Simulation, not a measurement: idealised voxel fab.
Name of the process module below: voxel ribs on slabs
cross-section cut | 235 nm wide | cells 5 nm
Cross-section layout: square cells on a grid; listed as bands, top to bottom; a band spans one or more cell rows. Heads up on the band format: heights come first, top then bottom, in nm. After that it's the materials left to right, each with its width in nm. A single material flagged "edge to edge" fills the whole band edge to edge, and "blank" means there's empty space there. Where do heights start? At 0: under that level the wafer as delivered is made of one material only. And the lowest band has no floor; it just carries on downward, as in "top 0, no bottom". When a width is written as two numbers, as in "30..40", the first number is the width in the top row of cells of the band and the second is the width in its bottom row, and the width changes by the same amount from each row to the next. Where the words "no modifications" appear for a step, the cross-section shows no cell changed by that step; every cell remained as before. "Fully sealed voids": sealed empty spaces, 8 cells or more, no open way to top, listed width x height at distance, with distance from the left edge and width, height and distance in nm. Whatever follows a step's settings on its line is a remark the simulator itself makes about that step. overlay nm: how far to the right of its planned place the mask lay on this masked step (negative: to the left). Pairs ahead. Before: cross-section ahead of one process step. After: cross-section once the step is done, shown to the lowest changed band only. Under each pair: that step, with settings. Caution: pairs may come from different runs of this module on the same starting wafer; a pair follows the pair above only where its "Status before step" entry says so.

# Status before step
> top 0, no bottom: Si edge to edge
> Fully sealed voids: none

# Sectional View, Post-Process
> top 20, bottom 0: SiO2 edge to edge
> At heights below 0, the structure remains unaltered.
> Fully sealed voids: none
The cross-sections above show the structure before and after this step: DIRECTIONAL_DEP [material SiO2] [thk nm 20]

Status before step: The initial state for this step is given by the after cross-section of the immediately preceding pair.

# Sectional View, Post-Process
> top 45, bottom 20: SiN edge to edge
> At heights below 20, the structure remains unaltered.
> Fully sealed voids: none
The cross-sections above show the structure before and after this step: DIRECTIONAL_DEP [material SiN] [thk nm 25]

Status before step: The initial state for this step is given by the after cross-section of the immediately preceding pair.

# Sectional View, Post-Process
> top 60, bottom 45: aC edge to edge
> At heights below 45, the structure remains unaltered.
> Fully sealed voids: none
The cross-sections above show the structure before and after this step: DIRECTIONAL_DEP [material aC] [thk nm 15]

Status before step: The initial state for this step is given by the after cross-section of the immediately preceding pair.

# Sectional View, Post-Process
> top 95, bottom 60: 100 nm blank  30 nm resist  105 nm blank
> At heights below 60, the structure remains unaltered.
> Fully sealed voids: none
The cross-sections above show the structure before and after this step: PATTERN [tone cover] [mask id RIB] [material resist] [width nm 30] [thk nm 35] [overlay nm 0]

Status before step: The initial state for this step is given by the after cross-section of the immediately preceding pair.

# Sectional View, Post-Process
> top 80, bottom 60: 100 nm blank  30 nm resist  105 nm blank
> top 60, bottom 45: 100 nm blank  30 nm aC  105 nm blank
> At heights below 45, the structure remains unaltered.
> Fully sealed voids: none
The cross-sections above show the structure before and after this step: DIRECTIONAL_ETCH [etch materials aC] [depth nm 15]

Status before step: The initial state for this step is given by the after cross-section of the immediately preceding pair.

# Sectional View, Post-Process
> top 60, bottom 45: 100 nm blank  30 nm aC  105 nm blank
> At heights below 45, the structure remains unaltered.
> Fully sealed voids: none
The cross-sections above show the structure before and after this step: STRIP [etch materials resist]

Status before step: The initial state for this step is given by the after cross-section of the immediately preceding pair.

# Sectional View, Post-Process
> top 60, bottom 45: 100 nm blank  30 nm aC  105 nm blank
> top 45, bottom 40: 100 nm blank  30 nm SiN  105 nm blank
> At heights below 40, the structure remains unaltered.
> Fully sealed voids: none
The cross-sections above show the structure before and after this step: DIRECTIONAL_ETCH [etch materials SiN] [depth nm 5]

Status before step: The initial state for this step is given by the after cross-section of the immediately preceding pair.

# Sectional View, Post-Process
> top 45, bottom 40: 100 nm blank  30 nm SiN  105 nm blank
> At heights below 40, the structure remains unaltered.
> Fully sealed voids: none
The cross-sections above show the structure before and after this step: STRIP [etch materials aC]

Status before step: The initial state for this step is given by the after cross-section of the immediately preceding pair.

# Sectional View, Post-Process
> top 45, bottom 40: 100 nm blank  30 nm SiN  105 nm blank
> top 40, bottom 20: 85 nm blank  60 nm SiN  90 nm blank
> At heights below 20, the structure remains unaltered.
> Fully sealed voids: none
The cross-sections above show the structure before and after this step: MASKED_ETCH [tone cover] [mask id SLAB] [width nm 60] [etch materials SiN] [depth nm 20] [overlay nm 0]

Status before step: The initial state for this step is given by the after cross-section of the immediately preceding pair.

# Sectional View, Post-Process
> top 60, bottom 45: SiO2 edge to edge
> top 45, bottom 40: 100 nm SiO2  30 nm SiN  105 nm SiO2
> top 40, bottom 20: 85 nm SiO2  60 nm SiN  90 nm SiO2
> At heights below 20, the structure remains unaltered.
> Fully sealed voids: none
The cross-sections above show the structure before and after this step: FILL_DEP [material SiO2] [thk nm 15]

Status before step: The initial state for this step is given by the after cross-section of the immediately preceding pair.

# Sectional View, Post-Process
> top 55, bottom 45: SiO2 edge to edge
> At heights below 45, the structure remains unaltered.
> Fully sealed voids: none
The cross-sections above show the structure before and after this step: CMP [height nm 55]

Status before step: The initial state for this step is given by the after cross-section of the immediately preceding pair.

# Sectional View, Post-Process
> top 60, bottom 55: TiN edge to edge
> At heights below 55, the structure remains unaltered.
> Fully sealed voids: none
The cross-sections above show the structure before and after this step: DIRECTIONAL_DEP [material TiN] [thk nm 5]

Status before step: The initial state for this step is given by the after cross-section of the immediately preceding pair.

# Sectional View, Post-Process
> top 80, bottom 60: 95 nm blank  40 nm resist  100 nm blank
> At heights below 60, the structure remains unaltered.
> Fully sealed voids: none
The cross-sections above show the structure before and after this step: PATTERN [tone cover] [mask id HEATER] [material resist] [width nm 40] [thk nm 20] [overlay nm 0]

Status before step: The initial state for this step is given by the after cross-section of the immediately preceding pair.

# Sectional View, Post-Process
> top 80, bottom 60: 95 nm blank  40 nm resist  100 nm blank
> top 60, bottom 55: 95 nm blank  40 nm TiN  100 nm blank
> At heights below 55, the structure remains unaltered.
> Fully sealed voids: none
The cross-sections above show the structure before and after this step: DIRECTIONAL_ETCH [etch materials TiN] [depth nm 5]

Status before step: The initial state for this step is given by the after cross-section of the immediately preceding pair.

# Sectional View, Post-Process
> top 60, bottom 55: 95 nm blank  40 nm TiN  100 nm blank
> At heights below 55, the structure remains unaltered.
> Fully sealed voids: none
The cross-sections above show the structure before and after this step: STRIP [etch materials resist]

Status before step: The initial state for this step is given by the after cross-section of the immediately preceding pair.

# Sectional View, Post-Process
> top 65, bottom 60: 90 nm blank  50 nm SiN  95 nm blank
> top 60, bottom 55: 95 nm SiN  40 nm TiN  100 nm SiN
> At heights below 55, the structure remains unaltered.
> Fully sealed voids: none
The cross-sections above show the structure before and after this step: CONFORMAL_DEP [material SiN] [thk nm 5]

# Status before step
> top 45, bottom 20: SiN edge to edge
> top 20, bottom 0: SiO2 edge to edge
> top 0, no bottom: Si edge to edge
> Fully sealed voids: none

# Sectional View, Post-Process
> top 70, bottom 20: SiN edge to edge
> At heights below 20, the structure remains unaltered.
> Fully sealed voids: none
The cross-sections above show the structure before and after this step: DIRECTIONAL_DEP [material SiN] [thk nm 25]

Status before step: The initial state for this step is given by the after cross-section of the immediately preceding pair.

# Sectional View, Post-Process
> top 85, bottom 70: aC edge to edge
> At heights below 70, the structure remains unaltered.
> Fully sealed voids: none
The cross-sections above show the structure before and after this step: DIRECTIONAL_DEP [material aC] [thk nm 15]

Status before step: The initial state for this step is given by the after cross-section of the immediately preceding pair.

# Sectional View, Post-Process
> top 120, bottom 85: 100 nm blank  30 nm resist  105 nm blank
> At heights below 85, the structure remains unaltered.
> Fully sealed voids: none
The cross-sections above show the structure before and after this step: PATTERN [tone cover] [mask id RIB] [material resist] [width nm 30] [thk nm 35] [overlay nm 0]

Status before step: The initial state for this step is given by the after cross-section of the immediately preceding pair.

# Sectional View, Post-Process
> top 105, bottom 85: 100 nm blank  30 nm resist  105 nm blank
> top 85, bottom 70: 100 nm blank  30 nm aC  105 nm blank
> At heights below 70, the structure remains unaltered.
> Fully sealed voids: none
The cross-sections above show the structure before and after this step: DIRECTIONAL_ETCH [etch materials aC] [depth nm 15]

Status before step: The initial state for this step is given by the after cross-section of the immediately preceding pair.

# Sectional View, Post-Process
> top 85, bottom 70: 100 nm blank  30 nm aC  105 nm blank
> At heights below 70, the structure remains unaltered.
> Fully sealed voids: none
The cross-sections above show the structure before and after this step: STRIP [etch materials resist]

Status before step: The initial state for this step is given by the after cross-section of the immediately preceding pair.

# Sectional View, Post-Process
> top 85, bottom 70: 100 nm blank  30 nm aC  105 nm blank
> top 70, bottom 65: 100 nm blank  30 nm SiN  105 nm blank
> At heights below 65, the structure remains unaltered.
> Fully sealed voids: none
The cross-sections above show the structure before and after this step: DIRECTIONAL_ETCH [etch materials SiN] [depth nm 5]

Status before step: The initial state for this step is given by the after cross-section of the immediately preceding pair.

# Sectional View, Post-Process
> top 70, bottom 65: 100 nm blank  30 nm SiN  105 nm blank
> At heights below 65, the structure remains unaltered.
> Fully sealed voids: none
The cross-sections above show the structure before and after this step: STRIP [etch materials aC]

Status before step: The initial state for this step is given by the after cross-section of the immediately preceding pair.

# Sectional View, Post-Process
> top 70, bottom 65: 100 nm blank  30 nm SiN  105 nm blank
> top 65, bottom 45: 85 nm blank  60 nm SiN  90 nm blank
> At heights below 45, the structure remains unaltered.
> Fully sealed voids: none
The cross-sections above show the structure before and after this step: MASKED_ETCH [tone cover] [mask id SLAB] [width nm 60] [etch materials SiN] [depth nm 20] [overlay nm 0]

Status before step: The initial state for this step is given by the after cross-section of the immediately preceding pair.

# Sectional View, Post-Process
> top 85, bottom 70: SiO2 edge to edge
> top 70, bottom 65: 100 nm SiO2  30 nm SiN  105 nm SiO2
> top 65, bottom 45: 85 nm SiO2  60 nm SiN  90 nm SiO2
> At heights below 45, the structure remains unaltered.
> Fully sealed voids: none
The cross-sections above show the structure before and after this step: FILL_DEP [material SiO2] [thk nm 15]

Status before step: The initial state for this step is given by the after cross-section of the immediately preceding pair.

# Sectional View, Post-Process
> top 55, bottom 45: 85 nm SiO2  60 nm SiN  90 nm SiO2
> At heights below 45, the structure remains unaltered.
> Fully sealed voids: none
The cross-sections above show the structure before and after this step: CMP [height nm 55]

Status before step: The initial state for this step is given by the after cross-section of the immediately preceding pair.

# Sectional View, Post-Process
> top 60, bottom 55: TiN edge to edge
> At heights below 55, the structure remains unaltered.
> Fully sealed voids: none
The cross-sections above show the structure before and after this step: DIRECTIONAL_DEP [material TiN] [thk nm 5]

Status before step: The initial state for this step is given by the after cross-section of the immediately preceding pair.

# Sectional View, Post-Process
> top 80, bottom 60: 95 nm blank  40 nm resist  100 nm blank
> At heights below 60, the structure remains unaltered.
> Fully sealed voids: none
The cross-sections above show the structure before and after this step: PATTERN [tone cover] [mask id HEATER] [material resist] [width nm 40] [thk nm 20] [overlay nm 0]

Status before step: The initial state for this step is given by the after cross-section of the immediately preceding pair.

# Sectional View, Post-Process
> top 80, bottom 60: 95 nm blank  40 nm resist  100 nm blank
> top 60, bottom 55: 95 nm blank  40 nm TiN  100 nm blank
> At heights below 55, the structure remains unaltered.
> Fully sealed voids: none
The cross-sections above show the structure before and after this step: DIRECTIONAL_ETCH [etch materials TiN] [depth nm 5]

Status before step: The initial state for this step is given by the after cross-section of the immediately preceding pair.

# Sectional View, Post-Process
> top 60, bottom 55: 95 nm blank  40 nm TiN  100 nm blank
> At heights below 55, the structure remains unaltered.
> Fully sealed voids: none
The cross-sections above show the structure before and after this step: STRIP [etch materials resist]

Status before step: The initial state for this step is given by the after cross-section of the immediately preceding pair.

# Sectional View, Post-Process
> top 65, bottom 60: 90 nm blank  50 nm SiN  95 nm blank
> top 60, bottom 55: 95 nm SiN  40 nm TiN  100 nm SiN
> At heights below 55, the structure remains unaltered.
> Fully sealed voids: none
The cross-sections above show the structure before and after this step: CONFORMAL_DEP [material SiN] [thk nm 5]

# Status before step
> top 20, bottom 0: SiO2 edge to edge
> top 0, no bottom: Si edge to edge
> Fully sealed voids: none

# Sectional View, Post-Process
> top 35, bottom 20: aC edge to edge
> At heights below 20, the structure remains unaltered.
> Fully sealed voids: none
The cross-sections above show the structure before and after this step: DIRECTIONAL_DEP [material aC] [thk nm 15]

Status before step: The initial state for this step is given by the after cross-section of the immediately preceding pair.

# Sectional View, Post-Process
> top 60, bottom 35: SiN edge to edge
> At heights below 35, the structure remains unaltered.
> Fully sealed voids: none
The cross-sections above show the structure before and after this step: DIRECTIONAL_DEP [material SiN] [thk nm 25]

Status before step: The initial state for this step is given by the after cross-section of the immediately preceding pair.

# Sectional View, Post-Process
> top 95, bottom 60: 100 nm blank  30 nm resist  105 nm blank
> At heights below 60, the structure remains unaltered.
> Fully sealed voids: none
The cross-sections above show the structure before and after this step: PATTERN [tone cover] [mask id RIB] [material resist] [width nm 30] [thk nm 35] [overlay nm 0]

Status before step: The initial state for this step is given by the after cross-section of the immediately preceding pair.

# Sectional View, Post-Process
> top 80, bottom 60: 100 nm blank  30 nm resist  105 nm blank
> At heights below 60, the structure remains unaltered.
> Fully sealed voids: none
The cross-sections above show the structure before and after this step: DIRECTIONAL_ETCH [etch materials aC] [depth nm 15]

Status before step: The initial state for this step is given by the after cross-section of the immediately preceding pair.

# Sectional View, Post-Process
> top 60, bottom 35: SiN edge to edge
> At heights below 35, the structure remains unaltered.
> Fully sealed voids: none
The cross-sections above show the structure before and after this step: STRIP [etch materials resist]

Status before step: The initial state for this step is given by the after cross-section of the immediately preceding pair.

# Sectional View, Post-Process
> top 55, bottom 35: SiN edge to edge
> At heights below 35, the structure remains unaltered.
> Fully sealed voids: none
The cross-sections above show the structure before and after this step: DIRECTIONAL_ETCH [etch materials SiN] [depth nm 5]

Status before step: The initial state for this step is given by the after cross-section of the immediately preceding pair.

# Sectional View, Post-Process
> top 55, bottom 35: 85 nm blank  60 nm SiN  90 nm blank
> At heights below 35, the structure remains unaltered.
> Fully sealed voids: none
The cross-sections above show the structure before and after this step: MASKED_ETCH [tone cover] [mask id SLAB] [width nm 60] [etch materials SiN] [depth nm 20] [overlay nm 0]

Status before step: The initial state for this step is given by the after cross-section of the immediately preceding pair.

# Sectional View, Post-Process
> top 70, bottom 55: SiO2 edge to edge
> top 55, bottom 35: 85 nm SiO2  60 nm SiN  90 nm SiO2
> At heights below 35, the structure remains unaltered.
> Fully sealed voids: none
The cross-sections above show the structure before and after this step: FILL_DEP [material SiO2] [thk nm 15]

Status before step: The initial state for this step is given by the after cross-section of the immediately preceding pair.

# Sectional View, Post-Process
> top 55, bottom 35: 85 nm SiO2  60 nm SiN  90 nm SiO2
> At heights below 35, the structure remains unaltered.
> Fully sealed voids: none
The cross-sections above show the structure before and after this step: CMP [height nm 55]

Status before step: The initial state for this step is given by the after cross-section of the immediately preceding pair.

# Sectional View, Post-Process
> top 60, bottom 55: TiN edge to edge
> At heights below 55, the structure remains unaltered.
> Fully sealed voids: none
The cross-sections above show the structure before and after this step: DIRECTIONAL_DEP [material TiN] [thk nm 5]

Status before step: The initial state for this step is given by the after cross-section of the immediately preceding pair.

# Sectional View, Post-Process
> top 80, bottom 60: 95 nm blank  40 nm resist  100 nm blank
> At heights below 60, the structure remains unaltered.
> Fully sealed voids: none
The cross-sections above show the structure before and after this step: PATTERN [tone cover] [mask id HEATER] [material resist] [width nm 40] [thk nm 20] [overlay nm 0]

Status before step: The initial state for this step is given by the after cross-section of the immediately preceding pair.

# Sectional View, Post-Process
> top 80, bottom 60: 95 nm blank  40 nm resist  100 nm blank
> top 60, bottom 55: 95 nm blank  40 nm TiN  100 nm blank
> At heights below 55, the structure remains unaltered.
> Fully sealed voids: none
The cross-sections above show the structure before and after this step: DIRECTIONAL_ETCH [etch materials TiN] [depth nm 5]

Status before step: The initial state for this step is given by the after cross-section of the immediately preceding pair.

# Sectional View, Post-Process
> top 60, bottom 55: 95 nm blank  40 nm TiN  100 nm blank
> At heights below 55, the structure remains unaltered.
> Fully sealed voids: none
The cross-sections above show the structure before and after this step: STRIP [etch materials resist]

Status before step: The initial state for this step is given by the after cross-section of the immediately preceding pair.

# Sectional View, Post-Process
> top 65, bottom 60: 90 nm blank  50 nm SiN  95 nm blank
> top 60, bottom 55: 95 nm SiN  40 nm TiN  100 nm SiN
> At heights below 55, the structure remains unaltered.
> Fully sealed voids: none
The cross-sections above show the structure before and after this step: CONFORMAL_DEP [material SiN] [thk nm 5]

# Status before step
> top 20, bottom 0: SiO2 edge to edge
> top 0, no bottom: Si edge to edge
> Fully sealed voids: none

# Sectional View, Post-Process
> top 40, bottom 20: SiN edge to edge
> At heights below 20, the structure remains unaltered.
> Fully sealed voids: none
The cross-sections above show the structure before and after this step: DIRECTIONAL_DEP [material SiN] [thk nm 20]

Status before step: The initial state for this step is given by the after cross-section of the immediately preceding pair.

# Sectional View, Post-Process
> top 55, bottom 40: aC edge to edge
> At heights below 40, the structure remains unaltered.
> Fully sealed voids: none
The cross-sections above show the structure before and after this step: DIRECTIONAL_DEP [material aC] [thk nm 15]

Status before step: The initial state for this step is given by the after cross-section of the immediately preceding pair.

# Sectional View, Post-Process
> top 90, bottom 55: 100 nm blank  30 nm resist  105 nm blank
> At heights below 55, the structure remains unaltered.
> Fully sealed voids: none
The cross-sections above show the structure before and after this step: PATTERN [tone cover] [mask id RIB] [material resist] [width nm 30] [thk nm 35] [overlay nm 0]

Status before step: The initial state for this step is given by the after cross-section of the immediately preceding pair.

# Sectional View, Post-Process
> top 75, bottom 55: 100 nm blank  30 nm resist  105 nm blank
> top 55, bottom 40: 100 nm blank  30 nm aC  105 nm blank
> At heights below 40, the structure remains unaltered.
> Fully sealed voids: none
The cross-sections above show the structure before and after this step: DIRECTIONAL_ETCH [etch materials aC] [depth nm 15]

Status before step: The initial state for this step is given by the after cross-section of the immediately preceding pair.

# Sectional View, Post-Process
> top 55, bottom 40: 100 nm blank  30 nm aC  105 nm blank
> At heights below 40, the structure remains unaltered.
> Fully sealed voids: none
The cross-sections above show the structure before and after this step: STRIP [etch materials resist]

Status before step: The initial state for this step is given by the after cross-section of the immediately preceding pair.

# Sectional View, Post-Process
> top 55, bottom 40: 100 nm blank  30 nm aC  105 nm blank
> top 40, bottom 35: 100 nm blank  30 nm SiN  105 nm blank
> At heights below 35, the structure remains unaltered.
> Fully sealed voids: none
The cross-sections above show the structure before and after this step: DIRECTIONAL_ETCH [etch materials SiN] [depth nm 5]

Status before step: The initial state for this step is given by the after cross-section of the immediately preceding pair.

# Sectional View, Post-Process
> top 40, bottom 35: 100 nm blank  30 nm SiN  105 nm blank
> At heights below 35, the structure remains unaltered.
> Fully sealed voids: none
The cross-sections above show the structure before and after this step: STRIP [etch materials aC]

Status before step: The initial state for this step is given by the after cross-section of the immediately preceding pair.

# Sectional View, Post-Process
> top 40, bottom 35: 100 nm blank  30 nm SiN  105 nm blank
> top 35, bottom 20: 85 nm blank  60 nm SiN  90 nm blank
> At heights below 20, the structure remains unaltered.
> Fully sealed voids: none
The cross-sections above show the structure before and after this step: MASKED_ETCH [tone cover] [mask id SLAB] [width nm 60] [etch materials SiN] [depth nm 20] [overlay nm 0]

Status before step: The initial state for this step is given by the after cross-section of the immediately preceding pair.

# Sectional View, Post-Process
> top 55, bottom 40: SiO2 edge to edge
> top 40, bottom 35: 100 nm SiO2  30 nm SiN  105 nm SiO2
> top 35, bottom 20: 85 nm SiO2  60 nm SiN  90 nm SiO2
> At heights below 20, the structure remains unaltered.
> Fully sealed voids: none
The cross-sections above show the structure before and after this step: FILL_DEP [material SiO2] [thk nm 15]

Status before step: The initial state for this step is given by the after cross-section of the immediately preceding pair.

# Sectional View, Post-Process
> top 60, bottom 55: TiN edge to edge
> At heights below 55, the structure remains unaltered.
> Fully sealed voids: none
The cross-sections above show the structure before and after this step: DIRECTIONAL_DEP [material TiN] [thk nm 5]

Status before step: The initial state for this step is given by the after cross-section of the immediately preceding pair.

# Sectional View, Post-Process
> top 80, bottom 60: 95 nm blank  40 nm resist  100 nm blank
> At heights below 60, the structure remains unaltered.
> Fully sealed voids: none
The cross-sections above show the structure before and after this step: PATTERN [tone cover] [mask id HEATER] [material resist] [width nm 40] [thk nm 20] [overlay nm 0]

Status before step: The initial state for this step is given by the after cross-section of the immediately preceding pair.

# Sectional View, Post-Process
> top 80, bottom 60: 95 nm blank  40 nm resist  100 nm blank
> top 60, bottom 55: 95 nm blank  40 nm TiN  100 nm blank
> At heights below 55, the structure remains unaltered.
> Fully sealed voids: none
The cross-sections above show the structure before and after this step: DIRECTIONAL_ETCH [etch materials TiN] [depth nm 5]

Status before step: The initial state for this step is given by the after cross-section of the immediately preceding pair.

# Sectional View, Post-Process
> top 60, bottom 55: 95 nm blank  40 nm TiN  100 nm blank
> At heights below 55, the structure remains unaltered.
> Fully sealed voids: none
The cross-sections above show the structure before and after this step: STRIP [etch materials resist]

Status before step: The initial state for this step is given by the after cross-section of the immediately preceding pair.

# Sectional View, Post-Process
> top 65, bottom 60: 90 nm blank  50 nm SiN  95 nm blank
> top 60, bottom 55: 95 nm SiN  40 nm TiN  100 nm SiN
> At heights below 55, the structure remains unaltered.
> Fully sealed voids: none
The cross-sections above show the structure before and after this step: CONFORMAL_DEP [material SiN] [thk nm 5]

# Status before step
> top 60, bottom 55: TiN edge to edge
> top 55, bottom 45: SiO2 edge to edge
> top 45, bottom 40: 100 nm SiO2  30 nm SiN  105 nm SiO2
> top 40, bottom 20: 85 nm SiO2  60 nm SiN  90 nm SiO2
> top 20, bottom 0: SiO2 edge to edge
> top 0, no bottom: Si edge to edge
> Fully sealed voids: none

# Sectional View, Post-Process
> top 80, bottom 60: 90 nm blank  50 nm resist  95 nm blank
> At heights below 60, the structure remains unaltered.
> Fully sealed voids: none
The cross-sections above show the structure before and after this step: PATTERN [tone cover] [mask id HEATER] [material resist] [width nm 50] [thk nm 20] [overlay nm 0]

Status before step: The initial state for this step is given by the after cross-section of the immediately preceding pair.

# Sectional View, Post-Process
> top 80, bottom 60: 90 nm blank  50 nm resist  95 nm blank
> top 60, bottom 55: 90 nm blank  50 nm TiN  95 nm blank
> At heights below 55, the structure remains unaltered.
> Fully sealed voids: none
The cross-sections above show the structure before and after this step: DIRECTIONAL_ETCH [etch materials TiN] [depth nm 5]

Status before step: The initial state for this step is given by the after cross-section of the immediately preceding pair.

# Sectional View, Post-Process
> top 60, bottom 55: 90 nm blank  50 nm TiN  95 nm blank
> At heights below 55, the structure remains unaltered.
> Fully sealed voids: none
The cross-sections above show the structure before and after this step: STRIP [etch materials resist]

Status before step: The initial state for this step is given by the after cross-section of the immediately preceding pair.

# Sectional View, Post-Process
> top 65, bottom 60: 85 nm blank  60 nm SiN  90 nm blank
> top 60, bottom 55: 90 nm SiN  50 nm TiN  95 nm SiN
> At heights below 55, the structure remains unaltered.
> Fully sealed voids: none
The cross-sections above show the structure before and after this step: CONFORMAL_DEP [material SiN] [thk nm 5]

# Status before step
> top 60, bottom 55: TiN edge to edge
> top 55, bottom 45: SiO2 edge to edge
> top 45, bottom 40: 100 nm SiO2  30 nm SiN  105 nm SiO2
> top 40, bottom 20: 85 nm SiO2  60 nm SiN  90 nm SiO2
> top 20, bottom 0: SiO2 edge to edge
> top 0, no bottom: Si edge to edge
> Fully sealed voids: none

# Sectional View, Post-Process
> top 80, bottom 60: 90 nm blank  40 nm resist  105 nm blank
> At heights below 60, the structure remains unaltered.
> Fully sealed voids: none
The cross-sections above show the structure before and after this step: PATTERN [tone cover] [mask id HEATER] [material resist] [width nm 40] [thk nm 20] [overlay nm -5]

Status before step: The initial state for this step is given by the after cross-section of the immediately preceding pair.

# Sectional View, Post-Process
> top 80, bottom 60: 90 nm blank  40 nm resist  105 nm blank
> top 60, bottom 55: 90 nm blank  40 nm TiN  105 nm blank
> At heights below 55, the structure remains unaltered.
> Fully sealed voids: none
The cross-sections above show the structure before and after this step: DIRECTIONAL_ETCH [etch materials TiN] [depth nm 5]

Status before step: The initial state for this step is given by the after cross-section of the immediately preceding pair.

# Sectional View, Post-Process
> top 60, bottom 55: 90 nm blank  40 nm TiN  105 nm blank
> At heights below 55, the structure remains unaltered.
> Fully sealed voids: none
The cross-sections above show the structure before and after this step: STRIP [etch materials resist]

Status before step: The initial state for this step is given by the after cross-section of the immediately preceding pair.

# Sectional View, Post-Process
> top 65, bottom 60: 85 nm blank  50 nm SiN  100 nm blank
> top 60, bottom 55: 90 nm SiN  40 nm TiN  105 nm SiN
> At heights below 55, the structure remains unaltered.
> Fully sealed voids: none
The cross-sections above show the structure before and after this step: CONFORMAL_DEP [material SiN] [thk nm 5]

# Status before step
> top 0, no bottom: Si edge to edge
> Fully sealed voids: none

# Sectional View, Post-Process
> top 20, bottom 0: SiN edge to edge
> At heights below 0, the structure remains unaltered.
> Fully sealed voids: none
The cross-sections above show the structure before and after this step: DIRECTIONAL_DEP [material SiN] [thk nm 20]

Status before step: The initial state for this step is given by the after cross-section of the immediately preceding pair.

# Sectional View, Post-Process
> top 45, bottom 0: SiN edge to edge
> At heights below 0, the structure remains unaltered.
> Fully sealed voids: none
The cross-sections above show the structure before and after this step: DIRECTIONAL_DEP [material SiN] [thk nm 25]

Status before step: The initial state for this step is given by the after cross-section of the immediately preceding pair.

# Sectional View, Post-Process
> top 60, bottom 45: aC edge to edge
> At heights below 45, the structure remains unaltered.
> Fully sealed voids: none
The cross-sections above show the structure before and after this step: DIRECTIONAL_DEP [material aC] [thk nm 15]

Status before step: The initial state for this step is given by the after cross-section of the immediately preceding pair.

# Sectional View, Post-Process
> top 95, bottom 60: 100 nm blank  30 nm resist  105 nm blank
> At heights below 60, the structure remains unaltered.
> Fully sealed voids: none
The cross-sections above show the structure before and after this step: PATTERN [tone cover] [mask id RIB] [material resist] [width nm 30] [thk nm 35] [overlay nm 0]

Status before step: The initial state for this step is given by the after cross-section of the immediately preceding pair.

# Sectional View, Post-Process
> top 80, bottom 60: 100 nm blank  30 nm resist  105 nm blank
> top 60, bottom 45: 100 nm blank  30 nm aC  105 nm blank
> At heights below 45, the structure remains unaltered.
> Fully sealed voids: none
The cross-sections above show the structure before and after this step: DIRECTIONAL_ETCH [etch materials aC] [depth nm 15]

Status before step: The initial state for this step is given by the after cross-section of the immediately preceding pair.

# Sectional View, Post-Process
> top 60, bottom 45: 100 nm blank  30 nm aC  105 nm blank
> At heights below 45, the structure remains unaltered.
> Fully sealed voids: none
The cross-sections above show the structure before and after this step: STRIP [etch materials resist]

Status before step: The initial state for this step is given by the after cross-section of the immediately preceding pair.

# Sectional View, Post-Process
> top 60, bottom 45: 100 nm blank  30 nm aC  105 nm blank
> top 45, bottom 40: 100 nm blank  30 nm SiN  105 nm blank
> At heights below 40, the structure remains unaltered.
> Fully sealed voids: none
The cross-sections above show the structure before and after this step: DIRECTIONAL_ETCH [etch materials SiN] [depth nm 5]

Status before step: The initial state for this step is given by the after cross-section of the immediately preceding pair.

# Sectional View, Post-Process
> top 45, bottom 40: 100 nm blank  30 nm SiN  105 nm blank
> At heights below 40, the structure remains unaltered.
> Fully sealed voids: none
The cross-sections above show the structure before and after this step: STRIP [etch materials aC]

Status before step: The initial state for this step is given by the after cross-section of the immediately preceding pair.

# Sectional View, Post-Process
> top 45, bottom 40: 100 nm blank  30 nm SiN  105 nm blank
> top 40, bottom 20: 85 nm blank  60 nm SiN  90 nm blank
> At heights below 20, the structure remains unaltered.
> Fully sealed voids: none
The cross-sections above show the structure before and after this step: MASKED_ETCH [tone cover] [mask id SLAB] [width nm 60] [etch materials SiN] [depth nm 20] [overlay nm 0]

Status before step: The initial state for this step is given by the after cross-section of the immediately preceding pair.

# Sectional View, Post-Process
> top 60, bottom 45: SiO2 edge to edge
> top 45, bottom 40: 100 nm SiO2  30 nm SiN  105 nm SiO2
> top 40, bottom 20: 85 nm SiO2  60 nm SiN  90 nm SiO2
> At heights below 20, the structure remains unaltered.
> Fully sealed voids: none
The cross-sections above show the structure before and after this step: FILL_DEP [material SiO2] [thk nm 15]

Status before step: The initial state for this step is given by the after cross-section of the immediately preceding pair.

# Sectional View, Post-Process
> top 55, bottom 45: SiO2 edge to edge
> At heights below 45, the structure remains unaltered.
> Fully sealed voids: none
The cross-sections above show the structure before and after this step: CMP [height nm 55]

Status before step: The initial state for this step is given by the after cross-section of the immediately preceding pair.

# Sectional View, Post-Process
> top 60, bottom 55: TiN edge to edge
> At heights below 55, the structure remains unaltered.
> Fully sealed voids: none
The cross-sections above show the structure before and after this step: DIRECTIONAL_DEP [material TiN] [thk nm 5]

Status before step: The initial state for this step is given by the after cross-section of the immediately preceding pair.

# Sectional View, Post-Process
> top 80, bottom 60: 95 nm blank  40 nm resist  100 nm blank
> At heights below 60, the structure remains unaltered.
> Fully sealed voids: none
The cross-sections above show the structure before and after this step: PATTERN [tone cover] [mask id HEATER] [material resist] [width nm 40] [thk nm 20] [overlay nm 0]

Status before step: The initial state for this step is given by the after cross-section of the immediately preceding pair.

# Sectional View, Post-Process
> top 80, bottom 60: 95 nm blank  40 nm resist  100 nm blank
> top 60, bottom 55: 95 nm blank  40 nm TiN  100 nm blank
> At heights below 55, the structure remains unaltered.
> Fully sealed voids: none
The cross-sections above show the structure before and after this step: DIRECTIONAL_ETCH [etch materials TiN] [depth nm 5]

Status before step: The initial state for this step is given by the after cross-section of the immediately preceding pair.

# Sectional View, Post-Process
> top 60, bottom 55: 95 nm blank  40 nm TiN  100 nm blank
> At heights below 55, the structure remains unaltered.
> Fully sealed voids: none
The cross-sections above show the structure before and after this step: STRIP [etch materials resist]

Status before step: The initial state for this step is given by the after cross-section of the immediately preceding pair.

# Sectional View, Post-Process
> top 65, bottom 60: 90 nm blank  50 nm SiN  95 nm blank
> top 60, bottom 55: 95 nm SiN  40 nm TiN  100 nm SiN
> At heights below 55, the structure remains unaltered.
> Fully sealed voids: none
The cross-sections above show the structure before and after this step: CONFORMAL_DEP [material SiN] [thk nm 5]

# Status before step
> top 45, bottom 40: 100 nm blank  30 nm SiN  105 nm blank
> top 40, bottom 20: SiN edge to edge
> top 20, bottom 0: SiO2 edge to edge
> top 0, no bottom: Si edge to edge
> Fully sealed voids: none

# Sectional View, Post-Process
> top 40, bottom 25: 85 nm SiN  60 nm blank  90 nm SiN
> top 25, bottom 20: 85 nm SiN  15 nm blank  30 nm SiN  15 nm blank  90 nm SiN
> At heights below 20, the structure remains unaltered.
> Fully sealed voids: none
The cross-sections above show the structure before and after this step: MASKED_ETCH [tone open] [mask id SLAB] [width nm 60] [etch materials SiN] [depth nm 20] [overlay nm 0]
